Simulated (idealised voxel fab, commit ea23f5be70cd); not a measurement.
process module | voxel ribs on slabs
cross-section cut | 260 nm wide | cells 5 nm
A cross-section is a grid of square cells, given in bands from the top down. A band is one or more rows of cells.
Each band's line starts with the height of the band's top and of its bottom, in nm. Then come its materials from left to right, each with its width in nm. One material with "throughout" fills the band from edge to edge. "air" is empty space.
Height 0 is the level under which the wafer as received is all one material. The lowest band goes on downwards, as in "0 down".
A width such as "30 to 40" changes by the same amount from each row of cells to the next, from the band's top row to its bottom row.
"no change" after a step means that no cell of the cross-section changed.
closed voids: empty space of 8 cells or more with no open way to the top, each as width x height at its distance from the left edge, in nm
after a step's settings: what the simulator itself notes on the step
overlay nm, on a step with a mask: how far to the right of its planned place the mask lay; to the left if negative
plan
1 op RECEIVE | material Si
2 op DIRECTIONAL_DEP | material SiO2 | thk nm 25
3 op DIRECTIONAL_DEP | material SiN | thk nm 20
4 op MASKED_ETCH | tone cover | mask id RIB | width nm 30 | etch materials SiN | depth nm 5 | overlay nm 0
5 op DIRECTIONAL_DEP | material aC | thk nm 10
6 op PATTERN | tone cover | mask id SLAB | material resist | width nm 80 | thk nm 25 | overlay nm 0
7 op DIRECTIONAL_ETCH | etch materials aC | depth nm 10
8 op STRIP | etch materials resist
9 op DIRECTIONAL_ETCH | etch materials SiN | depth nm 15
10 op STRIP | etch materials aC
11 op FILL_DEP | material SiO2 | thk nm 20
12 op CMP | height nm 55
13 op DIRECTIONAL_DEP | material W | thk nm 10
14 op MASKED_ETCH | tone cover | mask id HEATER | width nm 40 | etch materials W | depth nm 10 | overlay nm 0
15 op CONFORMAL_DEP | material SiN | thk nm 5
as received, after step 1
  0 down: Si throughout
  closed voids: none
a wafer at the end: this start, this plan, one mistake
  70 to 65: air 105 | SiN 50 | air 105
  65 to 60: air 105 | SiN 5 | W 40 | SiN 5 | air 105
  60 to 55: SiN 110 | W 40 | SiN 110
  55 to 20: SiO2 throughout
  20 to 0: SiN throughout
  0 down: Si throughout
  closed voids: none
what went wrong: steps 2 and 3 were swapped
